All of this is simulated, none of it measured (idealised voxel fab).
process module | voxel lift off
cross-section cut | 155 nm wide | cells 5 nm
A cross-section is a grid of square cells, given in bands from the top down. A band is one or more rows of cells.
Each band's line starts with the height of the band's top and of its bottom, in nm. Then come its materials from left to right, each with its width in nm. One material with "throughout" fills the band from edge to edge. "air" is empty space.
Height 0 is the level under which the wafer as received is all one material. The lowest band goes on downwards, as in "0 down".
A width such as "30 to 40" changes by the same amount from each row of cells to the next, from the band's top row to its bottom row.
"no change" after a step means that no cell of the cross-section changed.
closed voids: empty space of 8 cells or more with no open way to the top, each as width x height at its distance from the left edge, in nm
after a step's settings: what the simulator itself notes on the step
overlay nm, on a step with a mask: how far to the right of its planned place the mask lay; to the left if negative
plan
1 op RECEIVE | material Si
2 op CONFORMAL_DEP | material SiN | thk nm 10
3 op PATTERN | tone open | mask id LINES | material resist | width nm 25 | pitch nm 40 | thk nm 30 | overlay nm 0
4 op DIRECTIONAL_DEP | material Ru | thk nm 15
5 op STRIP | etch materials resist
6 op CONFORMAL_DEP | material SiCN | thk nm 5
first wafer, as planned
as received, after step 1
  0 down: Si throughout
  closed voids: none
after step 2
  10 to 0: SiN throughout
  below 0: unchanged
after step 3
  40 to 10: resist 25 | air 25 | resist 15 | air 25 | resist 15 | air 25 | resist 25
  below 10: unchanged
after step 4
  55 to 40: Ru 25 | air 25 | Ru 15 | air 25 | Ru 15 | air 25 | Ru 25
  40 to 25: resist 25 | air 25 | resist 15 | air 25 | resist 15 | air 25 | resist 25
  25 to 10: resist 25 | Ru 25 | resist 15 | Ru 25 | resist 15 | Ru 25 | resist 25
  below 10: unchanged
after step 5
  25 to 10: air 25 | Ru 25 | air 15 | Ru 25 | air 15 | Ru 25 | air 25
  below 10: unchanged
after step 6
  30 to 25: air 20 | SiCN 35 | air 5 | SiCN 35 | air 5 | SiCN 35 | air 20
  25 to 15: air 20 | SiCN 5 | Ru 25 | SiCN 5 | air 5 | SiCN 5 | Ru 25 | SiCN 5 | air 5 | SiCN 5 | Ru 25 | SiCN 5 | air 20
  15 to 10: SiCN 25 | Ru 25 | SiCN 15 | Ru 25 | SiCN 15 | Ru 25 | SiCN 25
  below 10: unchanged
second wafer: like start, like plan, one mistake. Through step 2 it matches the first wafer
when step 3 should have ended
  40 to 10: resist 30 | air 25 | resist 15 | air 25 | resist 15 | air 25 | resist 20
  below 10: unchanged
when step 4 should have ended
  55 to 40: Ru 30 | air 25 | Ru 15 | air 25 | Ru 15 | air 25 | Ru 20
  40 to 25: resist 30 | air 25 | resist 15 | air 25 | resist 15 | air 25 | resist 20
  25 to 10: resist 30 | Ru 25 | resist 15 | Ru 25 | resist 15 | Ru 25 | resist 20
  below 10: unchanged
when step 5 should have ended
  25 to 10: air 30 | Ru 25 | air 15 | Ru 25 | air 15 | Ru 25 | air 20
  below 10: unchanged
when step 6 should have ended
  30 to 25: air 25 | SiCN 35 | air 5 | SiCN 35 | air 5 | SiCN 35 | air 15
  25 to 15: air 25 | SiCN 5 | Ru 25 | SiCN 5 | air 5 | SiCN 5 | Ru 25 | SiCN 5 | air 5 | SiCN 5 | Ru 25 | SiCN 5 | air 15
  15 to 10: SiCN 30 | Ru 25 | SiCN 15 | Ru 25 | SiCN 15 | Ru 25 | SiCN 20
  below 10: unchanged
what went wrong: step 3 ran as: op PATTERN | tone open | mask id LINES | material resist | width nm 25 | pitch nm 40 | thk nm 30 | overlay nm 5
at the end the second wafer has, in cells: as many of each material as the first, in other places
